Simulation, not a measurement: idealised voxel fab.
This is a process module. Its name is voxel capacitor over wiring.
The width of the displayed cross-section, cut, is 155 nm; its cells are square, with a size of 5 nm.
A cross-section is a grid of square cells, given in bands from the top down. A band is one or more rows of cells. Quick guide to a band line: top height, bottom height (nm) up front; then every material left to right with its width in nm. Only one material and it's marked "full width"? Then it fills the band edge to edge. And "blank" just means empty space. Where do heights start? At 0: under that level the wafer as delivered is made of one material only. And the lowest band has no floor; it just carries on downward, as in "top 0, no bottom". Read "30->40" as a graded width: first number on top, second number at the bottom, same change between each pair of neighbouring rows. "no alteration" -> step changed no cross-section cell. So "Voids lacking openings" is basically the list of trapped voids: any empty space of 8 cells or more that can't reach the top through an opening. They're written width x height at distance, the distance being from the left edge, and it's all nm. Past the settings on a step's line: simulator remark, on that step. A step's line can hold "overlay nm"; with a mask on that step, the setting says how far right of the planned place the mask lay, while a negative setting says it lay to the left.

-- Process steps - plan
- 1: RECEIVE [material Si]
- 2: CONFORMAL_DEP [material SiO2] [thk nm 15]
- 3: CONFORMAL_DEP [material SiCN] [thk nm 5]
- 4: DIRECTIONAL_DEP [material SiO2] [thk nm 15]
- 5: PATTERN [tone open] [mask id METAL_1] [material resist] [width nm 25] [pitch nm 90] [thk nm 20] [overlay nm 0]
- 6: DIRECTIONAL_ETCH [etch materials SiO2] [depth nm 15]
- 7: DIRECTIONAL_ETCH [etch materials SiCN] [depth nm 5]
- 8: STRIP [etch materials resist]
- 9: CONFORMAL_DEP [material TiN] [thk nm 5]
- 10: FILL_DEP [material Ru] [thk nm 10]
- 11: CMP [height nm 35]
- 12: CONFORMAL_DEP [material SiCN] [thk nm 5]
- 13: DIRECTIONAL_DEP [material SiO2] [thk nm 15]
- 14: DIRECTIONAL_DEP [material aC] [thk nm 10]
- 15: PATTERN [tone open] [mask id PLUG_1] [material resist] [width nm 15] [thk nm 25] [overlay nm 0]
- 16: DIRECTIONAL_ETCH [etch materials aC] [depth nm 10]
- 17: STRIP [etch materials resist]
- 18: DIRECTIONAL_ETCH [etch materials SiO2] [depth nm 15]
- 19: DIRECTIONAL_ETCH [etch materials SiCN] [depth nm 5]
- 20: STRIP [etch materials aC]
- 21: EPI [material Ru] [thk nm 10]
- 22: EPI [material Ru] [thk nm 10]
- 23: DIRECTIONAL_DEP [material TiN] [thk nm 10]
- 24: DIRECTIONAL_DEP [material HfO2] [thk nm 5]
- 25: DIRECTIONAL_DEP [material TiN] [thk nm 5]
- 26: PATTERN [tone cover] [mask id UPPER_PLATE] [material resist] [width nm 70] [thk nm 15] [overlay nm 0]
- 27: DIRECTIONAL_ETCH [etch materials TiN] [depth nm 5]
- 28: DIRECTIONAL_ETCH [etch materials HfO2] [depth nm 5]
- 29: STRIP [etch materials resist]
- 30: PATTERN [tone cover] [mask id LOWER_PLATE] [material resist] [width nm 80] [thk nm 20] [overlay nm 0]
- 31: DIRECTIONAL_ETCH [etch materials TiN] [depth nm 10]
- 32: STRIP [etch materials resist]
- 33: FILL_DEP [material SiO2] [thk nm 20]
- 34: CMP [height nm 90]
- 35: PATTERN [tone open] [mask id PLUG_2] [material resist] [width nm 15] [thk nm 20] [overlay nm 0]
- 36: DIRECTIONAL_ETCH [etch materials SiO2] [depth nm 15]
- 37: STRIP [etch materials resist]
- 38: CONFORMAL_DEP [material TiN] [thk nm 5]
- 39: FILL_DEP [material Ru] [thk nm 10]
- 40: CMP [height nm 90]
- 41: CONFORMAL_DEP [material SiCN] [thk nm 5]
Across this set of wafers, the varied parameter is the width nm of step 35. Starting conditions are identical for every wafer, and the plan reports the value assigned to the first wafer.

-- Step 1 complete: as-received cross-section of the first of several wafers
top 0, no bottom = Si full width
Voids lacking openings: none

-- Post step 41, the closing step of the module: first of several wafers, cross-sectioned
top 95, bottom 90 = SiCN full width
top 90, bottom 80 = SiO2 40 nm | TiN 5 nm | Ru 5 nm | TiN 5 nm | SiO2 100 nm
top 80, bottom 70 = SiO2 40->30 nm | TiN 15->70 nm | SiO2 100->55 nm
top 70, bottom 65 = SiO2 30 nm | HfO2 70 nm | SiO2 55 nm
top 65, bottom 55 = SiO2 25 nm | TiN 80 nm | SiO2 50 nm
top 55, bottom 40 = SiO2 30 nm | Ru 15 nm | SiO2 110 nm
top 40, bottom 35 = SiCN 30 nm | Ru 15 nm | SiCN 110 nm
top 35, bottom 20 = SiO2 20 nm | TiN 5 nm | Ru 15 nm | TiN 5 nm | SiO2 65 nm | TiN 5 nm | Ru 15 nm | TiN 5 nm | SiO2 20 nm
top 20, bottom 15 = SiCN 20 nm | TiN 25 nm | SiCN 65 nm | TiN 25 nm | SiCN 20 nm
top 15, bottom 0 = SiO2 full width
top 0, no bottom = Si full width
Voids lacking openings: none

-- Final wafer cross-section at module end
top 95, bottom 90 = SiCN full width
top 90, bottom 80 = SiO2 35 nm | TiN 5 nm | Ru 20 nm | TiN 5 nm | SiO2 90 nm
top 80, bottom 70 = SiO2 35->30 nm | TiN 30->70 nm | SiO2 90->55 nm
top 70, bottom 65 = SiO2 30 nm | HfO2 70 nm | SiO2 55 nm
top 65, bottom 55 = SiO2 25 nm | TiN 80 nm | SiO2 50 nm
top 55, bottom 40 = SiO2 30 nm | Ru 15 nm | SiO2 110 nm
top 40, bottom 35 = SiCN 30 nm | Ru 15 nm | SiCN 110 nm
top 35, bottom 20 = SiO2 20 nm | TiN 5 nm | Ru 15 nm | TiN 5 nm | SiO2 65 nm | TiN 5 nm | Ru 15 nm | TiN 5 nm | SiO2 20 nm
top 20, bottom 15 = SiCN 20 nm | TiN 25 nm | SiCN 65 nm | TiN 25 nm | SiCN 20 nm
top 15, bottom 0 = SiO2 full width
top 0, no bottom = Si full width
Voids lacking openings: none

-- Take any row and you have a wafer at the end of the module: how many cells of each material it has gained (+) or lost (-) since it was received, and then its closed voids
width nm 15, +14 HfO2, +32 Ru, +80 SiCN, +388 SiO2, +75 TiN, Voids lacking openings: none
width nm 20, +14 HfO2, +34 Ru, +80 SiCN, +385 SiO2, +76 TiN, Voids lacking openings: none
width nm 25, +14 HfO2, +36 Ru, +80 SiCN, +382 SiO2, +77 TiN, Voids lacking openings: none
width nm 30, +14 HfO2, +38 Ru, +80 SiCN, +379 SiO2, +78 TiN, Voids lacking openings: none
